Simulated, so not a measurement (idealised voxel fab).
The process module presented herein is designated voxel spacer lines.
The width of the displayed cross-section, cut, is 205 nm; its cells are square, with a size of 5 nm.
A cross-section is a grid of square cells, given in bands from the top down. A band is one or more rows of cells. Look at the band entry: it leads with the top's height and the bottom's height in nm. Then it lists the materials left to right, with a width in nm for each. The word "edge to edge" on a single material says that material fills the band edge to edge. The word "blank" is empty space. Height reference: 0 = level under which incoming wafer is all one material. Lowest band: no bottom, runs on downward, e.g. "0 -> down". The two numbers in a width such as "30..40" mark its ends across the band: the first belongs to the top row of cells, the second to the bottom row, and from each row to the next the width moves by the same amount. Where a step carries "all unchanged", the cross-section came out of it unchanged, cell for cell. Heads up: "Trapped void list" only lists the empty pockets with no open path to the top that are 8 cells or more, and it writes them as width x height at distance, distance from the left edge, in nm. The remark found on a step's line after its settings is issued by the simulator itself and pertains to that step. overlay nm: on a step with a mask, how far right of its planned place the mask lay; negative means left.
## These are the steps we planned for the process
1) op RECEIVE | material Si
2) op CONFORMAL_DEP | material Al2O3 | thk nm 10
3) op DIRECTIONAL_DEP | material W | thk nm 15
4) op DIRECTIONAL_DEP | material aC | thk nm 20
5) op PATTERN | tone cover | mask id MANDREL | material resist | width nm 15 | pitch nm 50 | thk nm 25 | overlay nm 0
6) op DIRECTIONAL_ETCH | etch materials aC | depth nm 20
7) op STRIP | etch materials resist
8) op CONFORMAL_DEP | material SiO2 | thk nm 10
9) op DIRECTIONAL_ETCH | etch materials SiO2 | depth nm 10
10) op STRIP | etch materials aC
11) op DIRECTIONAL_ETCH | etch materials W | depth nm 15
12) op STRIP | etch materials SiO2
13) op FILL_DEP | material SiO2 | thk nm 10
14) op CMP | height nm 25
## First out of two wafers; run went to plan
## Cross-section of the incoming wafer, state after step 1
	0 -> down  Si edge to edge
	Trapped void list: none
## after step 2
	10 -> 0  Al2O3 edge to edge
	Below a height of 0, the structure has not been altered.
## after step 3
	25 -> 10  W edge to edge
	Below a height of 10, the structure has not been altered.
## after step 4
	45 -> 25  aC edge to edge
	Below a height of 25, the structure has not been altered.
## after step 5
	70 -> 45  blank (70)  resist (15)  blank (35)  resist (15)  blank (70)
	Below a height of 45, the structure has not been altered.
## after step 6
	50 -> 45  blank (70)  resist (15)  blank (35)  resist (15)  blank (70)
	45 -> 25  blank (70)  aC (15)  blank (35)  aC (15)  blank (70)
	Below a height of 25, the structure has not been altered.
## after step 7
	45 -> 25  blank (70)  aC (15)  blank (35)  aC (15)  blank (70)
	Below a height of 25, the structure has not been altered.
## after step 8
	55 -> 45  blank (60)  SiO2 (35)  blank (15)  SiO2 (35)  blank (60)
	45 -> 35  blank (60)  SiO2 (10)  aC (15)  SiO2 (10)  blank (15)  SiO2 (10)  aC (15)  SiO2 (10)  blank (60)
	35 -> 25  SiO2 (70)  aC (15)  SiO2 (35)  aC (15)  SiO2 (70)
	Below a height of 25, the structure has not been altered.
## after step 9
	45 -> 25  blank (60)  SiO2 (10)  aC (15)  SiO2 (10)  blank (15)  SiO2 (10)  aC (15)  SiO2 (10)  blank (60)
	Below a height of 25, the structure has not been altered.
## after step 10
	45 -> 25  blank (60)  SiO2 (10)  blank (15)  SiO2 (10)  blank (15)  SiO2 (10)  blank (15)  SiO2 (10)  blank (60)
	Below a height of 25, the structure has not been altered.
## after step 11
	45 -> 25  blank (60)  SiO2 (10)  blank (15)  SiO2 (10)  blank (15)  SiO2 (10)  blank (15)  SiO2 (10)  blank (60)
	25 -> 10  blank (60)  W (10)  blank (15)  W (10)  blank (15)  W (10)  blank (15)  W (10)  blank (60)
	Below a height of 10, the structure has not been altered.
## after step 12
	25 -> 10  blank (60)  W (10)  blank (15)  W (10)  blank (15)  W (10)  blank (15)  W (10)  blank (60)
	Below a height of 10, the structure has not been altered.
## after step 13
	35 -> 25  SiO2 edge to edge
	25 -> 10  SiO2 (60)  W (10)  SiO2 (15)  W (10)  SiO2 (15)  W (10)  SiO2 (15)  W (10)  SiO2 (60)
	Below a height of 10, the structure has not been altered.
## after step 14
	25 -> 10  SiO2 (60)  W (10)  SiO2 (15)  W (10)  SiO2 (15)  W (10)  SiO2 (15)  W (10)  SiO2 (60)
	Below a height of 10, the structure has not been altered.
## The remaining wafer, second of the two, started like the first and was run to the same plan, except that one mistake was made along the way; the two coincide through step 4, inclusive
## What the second wafer looks like in cross-section when step 5 should have wrapped up
	70 -> 45  blank (75)  resist (15)  blank (35)  resist (15)  blank (65)
	Below a height of 45, the structure has not been altered.
## What the second wafer looks like in cross-section when step 6 should have wrapped up
	50 -> 45  blank (75)  resist (15)  blank (35)  resist (15)  blank (65)
	45 -> 25  blank (75)  aC (15)  blank (35)  aC (15)  blank (65)
	Below a height of 25, the structure has not been altered.
## What the second wafer looks like in cross-section when step 7 should have wrapped up
	45 -> 25  blank (75)  aC (15)  blank (35)  aC (15)  blank (65)
	Below a height of 25, the structure has not been altered.
## What the second wafer looks like in cross-section when step 8 should have wrapped up
	55 -> 45  blank (65)  SiO2 (35)  blank (15)  SiO2 (35)  blank (55)
	45 -> 35  blank (65)  SiO2 (10)  aC (15)  SiO2 (10)  blank (15)  SiO2 (10)  aC (15)  SiO2 (10)  blank (55)
	35 -> 25  SiO2 (75)  aC (15)  SiO2 (35)  aC (15)  SiO2 (65)
	Below a height of 25, the structure has not been altered.
## What the second wafer looks like in cross-section when step 9 should have wrapped up
	45 -> 25  blank (65)  SiO2 (10)  aC (15)  SiO2 (10)  blank (15)  SiO2 (10)  aC (15)  SiO2 (10)  blank (55)
	Below a height of 25, the structure has not been altered.
## What the second wafer looks like in cross-section when step 10 should have wrapped up
	45 -> 25  blank (65)  SiO2 (10)  blank (15)  SiO2 (10)  blank (15)  SiO2 (10)  blank (15)  SiO2 (10)  blank (55)
	Below a height of 25, the structure has not been altered.
## What the second wafer looks like in cross-section when step 11 should have wrapped up
	45 -> 25  blank (65)  SiO2 (10)  blank (15)  SiO2 (10)  blank (15)  SiO2 (10)  blank (15)  SiO2 (10)  blank (55)
	25 -> 10  blank (65)  W (10)  blank (15)  W (10)  blank (15)  W (10)  blank (15)  W (10)  blank (55)
	Below a height of 10, the structure has not been altered.
## What the second wafer looks like in cross-section when step 12 should have wrapped up
	25 -> 10  blank (65)  W (10)  blank (15)  W (10)  blank (15)  W (10)  blank (15)  W (10)  blank (55)
	Below a height of 10, the structure has not been altered.
## What the second wafer looks like in cross-section when step 13 should have wrapped up
	35 -> 25  SiO2 edge to edge
	25 -> 10  SiO2 (65)  W (10)  SiO2 (15)  W (10)  SiO2 (15)  W (10)  SiO2 (15)  W (10)  SiO2 (55)
	Below a height of 10, the structure has not been altered.
## What the second wafer looks like in cross-section when step 14 should have wrapped up
	25 -> 10  SiO2 (65)  W (10)  SiO2 (15)  W (10)  SiO2 (15)  W (10)  SiO2 (15)  W (10)  SiO2 (55)
	Below a height of 10, the structure has not been altered.
The plan and the run diverged here: step 5 was run on a setting that differed from the plan, and what really ran there is op PATTERN | tone cover | mask id MANDREL | material resist | width nm 15 | pitch nm 50 | thk nm 25 | overlay nm 5
At the end, the second wafer has the same number of cells of each material as the first, but those cells sit in other places.
